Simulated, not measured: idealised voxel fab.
Name of the process module below: voxel double patterning
Square cell edge 5 nm, section width 260 nm, ID cut.
Think of the cross-section as a grid of square cells. We describe it in bands, top to bottom, and each band covers one or more rows of those cells.
For a band, the entry starts with two heights in nm, that of the top and then that of the bottom, and carries on with the band's materials in order from left to right, each alongside its width in nm; the word "throughout" beside a single material means it fills the band edge to edge, and "blank" means empty space.
Where do heights start? At 0: under that level the wafer as delivered is made of one material only. And the lowest band has no floor; it just carries on downward, as in "0 nm and below".
It should be noted that a width expressed as "30 to 40" varies in equal increments from row to row of cells within the band, taking the value of the first number at the top row and that of the second number at the bottom row.
No cell of the cross-section changed in a step that is given as "nothing changed".
Closed empty spaces (no open way to the top) of 8 cells or more are what "Cavities, closed" lists, each as width x height at distance from the left edge, nm for all three.
It should be noted that, on the line of a given step, the content following the step's settings is a remark produced by the simulator itself with respect to that step.
overlay nm: for a step with a mask, the amount by which the mask lay right of where it was planned; a negative amount means left of it.
The process steps that were planned are listed below
1) RECEIVE,material Si
2) CONFORMAL_DEP,material SiN,thk nm 5
3) DIRECTIONAL_DEP,material SiO2,thk nm 15
4) DIRECTIONAL_DEP,material SiCN,thk nm 10
5) MASKED_ETCH,tone open,mask id FIRST,width nm 15,pitch nm 50,etch materials SiCN,depth nm 10,overlay nm 0
6) DIRECTIONAL_DEP,material aC,thk nm 15
7) PATTERN,tone open,mask id SECOND,material resist,width nm 15,pitch nm 50,thk nm 35,overlay nm 0
8) DIRECTIONAL_ETCH,etch materials aC,depth nm 15
9) STRIP,etch materials resist
10) DIRECTIONAL_ETCH,etch materials SiCN,depth nm 10
11) STRIP,etch materials aC
12) DIRECTIONAL_ETCH,etch materials SiO2,depth nm 15
13) STRIP,etch materials SiCN
Split variable: width nm, step 7. Plan value = first wafer. Wafers start alike.
Cut through the first of several wafers as received, post step 1
* 0 nm and below  Si throughout
* Cavities, closed: none
For your reference, the table is organized with a row per wafer; each row reflects the wafer at the end of the module, indicating for each material the cells gained (+) or lost (-) since receipt, and thereafter its closed voids
width nm 15, +52 SiN, +111 SiO2, Cavities, closed: none
width nm 20, +52 SiN, +105 SiO2, Cavities, closed: none
width nm 25, +52 SiN, +99 SiO2, Cavities, closed: none
width nm 30, +52 SiN, +93 SiO2, Cavities, closed: none
